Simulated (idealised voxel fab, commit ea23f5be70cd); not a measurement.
The name of this process module is voxel gate over fins.
The figure presents cross-section cut, which has a width of 265 nm and is divided into square cells with an edge length of 5 nm.
Cross-section spec: square-cell grid; bands listed top down; each band is one or more rows.
Look at the band entry: it leads with the top's height and the bottom's height in nm. Then it lists the materials left to right, with a width in nm for each. The word "throughout" on a single material says that material fills the band edge to edge. The word "empty" is empty space.
Height is counted from the level 0, under which the received wafer is composed throughout of one material. The lowest of the bands is not closed at the bottom but continues downward, in the notation "0 down".
A width given as "30->40" starts at the first number in the band's top row and ends at the second number in its bottom row, shifting by an equal amount at every step from row to row.
The cross-section has no changed cell in any step marked "stayed the same".
This entry, "closed voids", enumerates those empty regions of no fewer than 8 cells that possess no open connection to the top. Each region is reported in the form width x height at distance, the distance being taken from the left edge, with all three quantities expressed in nm.
On each step's line, the part that comes after the settings is the simulator's own comment on the step.
overlay nm: mask right of planned place by this much (step with mask). Neg. = left.

STEPS IN THE PROCESS PLAN
1. RECEIVE | material Si
2. CONFORMAL_DEP | material SiN | thk nm 10
3. DIRECTIONAL_DEP | material aC | thk nm 10
4. PATTERN | tone cover | mask id FINS | material resist | width nm 15 | pitch nm 50 | thk nm 30 | overlay nm 0
5. DIRECTIONAL_ETCH | etch materials aC | depth nm 5
6. STRIP | etch materials resist
7. DIRECTIONAL_ETCH | etch materials SiN | depth nm 10
8. DIRECTIONAL_ETCH | etch materials Si | depth nm 40
9. STRIP | etch materials aC
10. FILL_DEP | material SiO2 | thk nm 15
11. CMP | height nm 10
12. PATTERN | tone open | mask id RAIL | material resist | width nm 15 | thk nm 15 | overlay nm 0
13. DIRECTIONAL_ETCH | etch materials SiO2 | depth nm 45
14. STRIP | etch materials resist
15. CONFORMAL_DEP | material TiN | thk nm 5
16. FILL_DEP | material W | thk nm 10
17. CMP | height nm 10
18. SELECTIVE_ETCH | etch materials W Ru TiN | depth nm 25
19. FILL_DEP | material SiO2 | thk nm 5
20. CMP | height nm 10
21. SELECTIVE_ETCH | etch materials SiO2 | depth nm 20
22. STRIP | etch materials SiN
23. CONFORMAL_DEP | material HfO2 | thk nm 5
24. CONFORMAL_DEP | material TiN | thk nm 5
25. CONFORMAL_DEP | material TiAl | thk nm 5
26. CONFORMAL_DEP | material TiN | thk nm 5
27. FILL_DEP | material W | thk nm 10
28. CMP | height nm 25
29. CONFORMAL_DEP | material SiCN | thk nm 10
Wafers differ in depth nm at step 5; plan lists the first wafer's value; identical starting state.

CROSS-SECTION OF THE FIRST OF SEVERAL RECEIVED WAFERS, SHOWING ITS STATE AFTER STEP 1
0 down = Si throughout
closed voids: none

THE ROWS OF THE TABLE BELOW ARE WAFERS. LOOKING AT THE END OF THE MODULE, A ROW COUNTS, FOR EVERY MATERIAL, THE CELLS THE WAFER HAS GAINED, SHOWN AS (+), OR LOST, SHOWN AS (-), SINCE IT WAS RECEIVED; ITS CLOSED VOIDS COME NEXT
depth nm 5, +53 HfO2, +106 SiCN, +53 TiAl, +106 TiN, +53 W, closed voids: none
depth nm 10, +61 HfO2, -376 Si, +106 SiCN, +270 SiO2, +61 TiAl, +129 TiN, +120 W, closed voids: none
depth nm 15, +61 HfO2, -376 Si, +106 SiCN, +270 SiO2, +61 TiAl, +129 TiN, +120 W, closed voids: none
depth nm 20, +61 HfO2, -376 Si, +106 SiCN, +270 SiO2, +61 TiAl, +129 TiN, +120 W, closed voids: none
depth nm 25, +61 HfO2, -376 Si, +106 SiCN, +270 SiO2, +61 TiAl, +129 TiN, +120 W, closed voids: none
